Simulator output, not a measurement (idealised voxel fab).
process module | voxel plated lines
For reference, the cross-section in this document is cut, with width 240 nm and square cells of 5 nm.
For the purposes of this document, a cross-section shall be understood as a grid of square cells, specified as bands listed in top-to-bottom order, each band consisting of one or more rows of cells. Band: top and bottom heights (nm) first, top before bottom; then materials from left to right, widths in nm. "edge to edge" marks a sole material filling the band edge to edge. "empty" denotes empty space. Height is counted from the level 0, under which the received wafer is composed throughout of one material. The lowest of the bands is not closed at the bottom but continues downward, in the notation "0 and below". Width spec "30 to 40" -> top row of cells at first value, bottom row at second value, equal per-row change in between. "remained the same" after a step means that no cell of the cross-section changed. "Closed internal voids": sealed empty spaces, 8 cells or more, no open way to top, listed width x height at distance, with distance from the left edge and width, height and distance in nm. Post-settings text on a step line: simulator's own remark regarding the step. "overlay nm", when on a step's line for a step with a mask, measures how far to the right of its planned place the mask lay; a negative measure means to the left.

**The process steps that were planned are listed below**
1: RECEIVE with material Si
2: CONFORMAL_DEP with material Al2O3, thk nm 5
3: DIRECTIONAL_DEP with material TiN, thk nm 5
4: PATTERN with tone open, mask id LINES, material resist, width nm 20, pitch nm 50, thk nm 40, overlay nm 0
5: EPI with material Ru, thk nm 10
6: EPI with material Ru, thk nm 10
7: EPI with material Ru, thk nm 5
8: STRIP with etch materials resist
9: DIRECTIONAL_ETCH with etch materials TiN, depth nm 5
10: CONFORMAL_DEP with material SiO2, thk nm 10

**Wafer as received: cross-section following step 1**
0 and below  Si edge to edge
Closed internal voids: none

**Run as planned - first of the two wafers cross-sectioned at the end of the module**
45 down to 35  empty=25, then SiO2=40, then empty=10, then SiO2=40, then empty=10, then SiO2=40, then empty=10, then SiO2=40, then empty=25
35 down to 15  empty=25, then SiO2=10, then Ru=20, then SiO2=10, then empty=10, then SiO2=10, then Ru=20, then SiO2=10, then empty=10, then SiO2=10, then Ru=20, then SiO2=10, then empty=10, then SiO2=10, then Ru=20, then SiO2=10, then empty=25
15 down to 10  SiO2=35, then Ru=20, then SiO2=30, then Ru=20, then SiO2=30, then Ru=20, then SiO2=30, then Ru=20, then SiO2=35
10 down to 5  SiO2=35, then TiN=20, then SiO2=30, then TiN=20, then SiO2=30, then TiN=20, then SiO2=30, then TiN=20, then SiO2=35
5 down to 0  Al2O3 edge to edge
0 and below  Si edge to edge
Closed internal voids: none

**Second wafer through the module, sectioned at the end: same beginning and same plan as the first wafer, with one mistake in carrying it out**
45 down to 35  empty=30, then SiO2=35, then empty=15, then SiO2=35, then empty=15, then SiO2=35, then empty=15, then SiO2=35, then empty=25
35 down to 15  empty=30, then SiO2=10, then Ru=15, then SiO2=10, then empty=15, then SiO2=10, then Ru=15, then SiO2=10, then empty=15, then SiO2=10, then Ru=15, then SiO2=10, then empty=15, then SiO2=10, then Ru=15, then SiO2=10, then empty=25
15 down to 10  SiO2=40, then Ru=15, then SiO2=35, then Ru=15, then SiO2=35, then Ru=15, then SiO2=35, then Ru=15, then SiO2=35
10 down to 5  SiO2=40, then TiN=15, then SiO2=35, then TiN=15, then SiO2=35, then TiN=15, then SiO2=35, then TiN=15, then SiO2=35
5 down to 0  Al2O3 edge to edge
0 and below  Si edge to edge
Closed internal voids: none
Nonconformance to the process plan: step 4 changed vs plan, executed as PATTERN with tone open, mask id LINES, material resist, width nm 15, pitch nm 50, thk nm 40, overlay nm 0
The closing comparison, in cells, has the second wafer with more or fewer of some materials than the first: Ru: 20 fewer | TiN: 4 fewer
